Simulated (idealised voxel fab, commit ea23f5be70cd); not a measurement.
The process module presented herein is designated voxel released beams.
Pictured: cross-section cut, 290 nm wide, on a grid of 5 nm square cells.
Reading order for cross-sections: top band down to bottom band. Underlying form: a grid of square cells. Band size: one or more rows of cells.
Heights first: top, then bottom, in nm. Then materials, left to right, each with a width in nm. "full width" on a single material: fills the band edge to edge. "empty": empty space.
Heights from 0 (as-received wafer is one material below). Bottom band endless downward, as "0 -> down".
So if you see something like "30..40" for the width, read it as the top row of the band sitting at the first number and the bottom row at the second, with every row in between moving by the same amount as the last.
What does "nothing was modified" mean for a step? It means no cell of the cross-section changed in that step.
Entry "Closed void entries" = empty spaces >= 8 cells with no open way to the top; each as width x height at distance, distance from left edge, all nm.
The remark found on a step's line after its settings is issued by the simulator itself and pertains to that step.
The setting "overlay nm" may be written on the line of a step. When the step uses a mask, the value reports how far to the right of the planned place the mask lay, and a negative value reports that it lay to the left.
These are the steps we planned for the process
1 RECEIVE,material Si
2 CONFORMAL_DEP,material Al2O3,thk nm 10
3 DIRECTIONAL_DEP,material SiO2,thk nm 10
4 PATTERN,tone open,mask id ANCHOR,material resist,width nm 25,thk nm 20,overlay nm 0
5 DIRECTIONAL_ETCH,etch materials SiO2,depth nm 10
6 STRIP,etch materials resist
7 CONFORMAL_DEP,material SiN,thk nm 10
8 MASKED_ETCH,tone cover,mask id BEAM,width nm 80,etch materials SiN,depth nm 10,overlay nm 0
9 STRIP,etch materials SiO2
First of two wafers: run as planned
Here's what the wafer looked like in cross-section when it arrived - that's after step 1
* 0 -> down | Si full width
* Closed void entries: none
The wafer in cross-section once step 2 is complete
* 10 -> 0 | Al2O3 full width
* Nothing below the height 0 has changed.
The wafer in cross-section once step 3 is complete
* 20 -> 10 | SiO2 full width
* Nothing below the height 10 has changed.
The wafer in cross-section once step 4 is complete
* 40 -> 20 | resist: 105 | empty: 25 | resist: 160
* Nothing below the height 20 has changed.
The wafer in cross-section once step 5 is complete
* 40 -> 20 | resist: 105 | empty: 25 | resist: 160
* 20 -> 10 | SiO2: 105 | empty: 25 | SiO2: 160
* Nothing below the height 10 has changed.
The wafer in cross-section once step 6 is complete
* 20 -> 10 | SiO2: 105 | empty: 25 | SiO2: 160
* Nothing below the height 10 has changed.
The wafer in cross-section once step 7 is complete
* 30 -> 20 | SiN: 115 | empty: 5 | SiN: 170
* 20 -> 10 | SiO2: 105 | SiN: 25 | SiO2: 160
* Nothing below the height 10 has changed.
The wafer in cross-section once step 8 is complete
* 30 -> 20 | empty: 100 | SiN: 15 | empty: 5 | SiN: 60 | empty: 110
* Nothing below the height 20 has changed.
The wafer in cross-section once step 9 is complete
* 30 -> 20 | empty: 100 | SiN: 15 | empty: 5 | SiN: 60 | empty: 110
* 20 -> 10 | empty: 105 | SiN: 25 | empty: 160
* Nothing below the height 10 has changed.
Wafer two: like wafer one in start and plan, but with one mistake in execution; identical up to and including step 1
Second wafer, section view, time point: scheduled end of step 2
* 10 -> 0 | SiO2 full width
* Nothing below the height 0 has changed.
Second wafer, section view, time point: scheduled end of step 3
* 20 -> 10 | Al2O3 full width
* Nothing below the height 10 has changed.
Second wafer, section view, time point: scheduled end of step 4
* 40 -> 20 | resist: 105 | empty: 25 | resist: 160
* Nothing below the height 20 has changed.
Second wafer, section view, time point: scheduled end of step 5: nothing was modified
Second wafer, section view, time point: scheduled end of step 6
* 20 -> 10 | Al2O3 full width
* Nothing below the height 10 has changed.
Second wafer, section view, time point: scheduled end of step 7
* 30 -> 20 | SiN full width
* Nothing below the height 20 has changed.
Second wafer, section view, time point: scheduled end of step 8
* 30 -> 20 | empty: 100 | SiN: 80 | empty: 110
* Nothing below the height 20 has changed.
Second wafer, section view, time point: scheduled end of step 9: nothing was modified
Diagnosis: order of steps 2 and 3 inverted relative to the plan
Wafer comparison, final, in cells, second relative to first, materials more or fewer: -8 SiN, +116 SiO2
